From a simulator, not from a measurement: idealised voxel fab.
You're looking at the process module voxel self aligned contacts.
FYI the section here is cut, 195 nm wide, cells are 5 nm squares.
If you're reading a cross-section in this doc, picture square cells in a grid; it comes to you as bands, top ones listed first down to the bottom, and a band can be one or more rows of cells. Top, bottom (nm), then materials left to right with widths (nm); lone material tagged "throughout" fills the whole band edge to edge; "empty" = empty space. Basically, 0 is our baseline, since under it the wafer straight out of the box is all one material. The bottom band has no lower end and keeps on going down, so it looks like "z 0 and below". Width: "30->40" (first number = top row, second number = bottom row, same change from row to row of cells). A step reported as "remained unchanged" is a step in which no cell of the cross-section changed. "Sealed internal voids": empty spaces of 8 cells or more with no open way to the top, each given as width x height at distance, distance from the left edge, all in nm. That trailing text on a step's line, after the settings, is the simulator's own remark on the step. overlay nm: on a step with a mask, how far right of its planned place the mask lay; negative means left.

# Process steps foreseen in the plan
1) RECEIVE,material Si
2) OXIDIZE,depth nm 5
3) DIRECTIONAL_DEP,material polySi,thk nm 20
4) DIRECTIONAL_DEP,material SiN,thk nm 20
5) MASKED_ETCH,tone cover,mask id GATE,width nm 35,pitch nm 65,etch materials SiN,depth nm 20,overlay nm 0
6) MASKED_ETCH,tone cover,mask id GATE,width nm 35,pitch nm 65,etch materials polySi,depth nm 20,overlay nm 0
7) CONFORMAL_DEP,material SiN,thk nm 5
8) DIRECTIONAL_ETCH,etch materials SiN,depth nm 5
9) FILL_DEP,material SiO2,thk nm 20
10) CMP,height nm 50
11) MASKED_ETCH,tone open,mask id CONTACT,width nm 50,etch materials SiO2,depth nm 55,overlay nm 0
12) CONFORMAL_DEP,material TiN,thk nm 5
13) FILL_DEP,material W,thk nm 10
14) CMP,height nm 50
15) CONFORMAL_DEP,material SiCN,thk nm 5

# Cross-section of the wafer upon arrival, representing the state reached after step 1
- z 0 and below: Si throughout
- Sealed internal voids: none

# first wafer at the end, as planned
- z 55 to 50: SiCN throughout
- z 50 to 40: SiO2: 70 | TiN: 5->20 | W: 40->10 | TiN: 5->20 | SiO2: 75
- z 40 to 20: SiO2: 40 | SiN: 45 | TiN: 5 | W: 10 | TiN: 5 | SiN: 45 | SiO2: 45
- z 20 to 0: SiO2: 40 | SiN: 5 | polySi: 35 | SiN: 5 | TiN: 5 | W: 10 | TiN: 5 | SiN: 5 | polySi: 35 | SiN: 5 | SiO2: 45
- z 0 to -5: SiO2: 85 | TiN: 20 | SiO2: 90
- z -5 and below: Si throughout
- Sealed internal voids: none

# Wafer two, sectioned after the module: the first wafer's start, the first wafer's plan, and one mistake in how it was run
- z 60 to 55: SiCN throughout
- z 55 to 50: TiN: 75 | W: 40 | TiN: 80
- z 50 to 40: SiO2: 70 | TiN: 5->20 | W: 40->10 | TiN: 5->20 | SiO2: 75
- z 40 to 20: SiO2: 40 | SiN: 45 | TiN: 5 | W: 10 | TiN: 5 | SiN: 45 | SiO2: 45
- z 20 to 0: SiO2: 40 | SiN: 5 | polySi: 35 | SiN: 5 | TiN: 5 | W: 10 | TiN: 5 | SiN: 5 | polySi: 35 | SiN: 5 | SiO2: 45
- z 0 to -5: SiO2: 85 | TiN: 20 | SiO2: 90
- z -5 and below: Si throughout
- Sealed internal voids: none
what went wrong: in deviation from the planned setting, step 14 was conducted as CMP,height nm 55
Final difference in cells, second wafer against first, listed per material as more or fewer: TiN: 31 more, W: 8 more
